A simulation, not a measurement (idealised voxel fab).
Process module under the name voxel double patterning
Square cells of 5 nm make up the cross-section cut, whose width is 230 nm.
Square cells in a grid make up a cross-section in this document, and the grid is given as bands, listed from the top down, each one or more rows of cells.
The band entry comprises the height of the band's top followed by the height of its bottom, expressed in nm, and subsequently the band's materials from left to right, each stated together with its width in nm. Where a single material is marked with the word "edge to edge", that material fills the band from edge to edge. The word "air" represents empty space.
Counting heights begins at 0, where everything beneath is, in the wafer as received, one material. The lowest band has no bottom; it goes on downwards, as "0 -> down" shows.
Top row gets the first number, bottom row gets the second, and each row in between changes by the same step: that is how a band width like "30 to 40" works.
The designation "no change occurred", where it is given for a processing step, indicates that no cell of the cross-section was altered in the course of that step.
Enclosed voids (no open way to top), threshold 8 cells or more, entry "Cavities, closed", notation width x height at distance, distance from left edge, nm.
Past the settings on a step's line: simulator remark, on that step.
Steps that use a mask can have "overlay nm" on their line. It says how far the mask sat to the right of where it was meant to be. Negative means to the left.
[Below is the list of planned process steps]
| 1 | RECEIVE with material Si |
| 2 | CONFORMAL_DEP with material SiO2, thk nm 5 |
| 3 | DIRECTIONAL_DEP with material TiN, thk nm 10 |
| 4 | DIRECTIONAL_DEP with material SiCN, thk nm 5 |
| 5 | DIRECTIONAL_DEP with material aC, thk nm 15 |
| 6 | PATTERN with tone open, mask id FIRST, material resist, width nm 15, pitch nm 50, thk nm 30, overlay nm 0 |
| 7 | DIRECTIONAL_ETCH with etch materials aC, depth nm 15 |
| 8 | STRIP with etch materials resist |
| 9 | DIRECTIONAL_ETCH with etch materials SiCN, depth nm 5 |
| 10 | STRIP with etch materials aC |
| 11 | MASKED_ETCH with tone open, mask id SECOND, width nm 15, etch materials SiCN, depth nm 5, overlay nm 0 |
| 12 | DIRECTIONAL_ETCH with etch materials TiN, depth nm 10 |
| 13 | STRIP with etch materials SiCN |
[The cross-section here shows the wafer as received, i.e. in its state after step 1]
  0 -> down = Si edge to edge
  Cavities, closed: none
[Starting wafer: above. Plan: above. Run: one mistake. Cross-section after the module: below]
  15 -> 10 = SiO2 edge to edge
  10 -> 0 = TiN edge to edge
  0 -> down = Si edge to edge
  Cavities, closed: none
Want to know what went wrong? transposition of steps 2 and 3 relative to the planned sequence
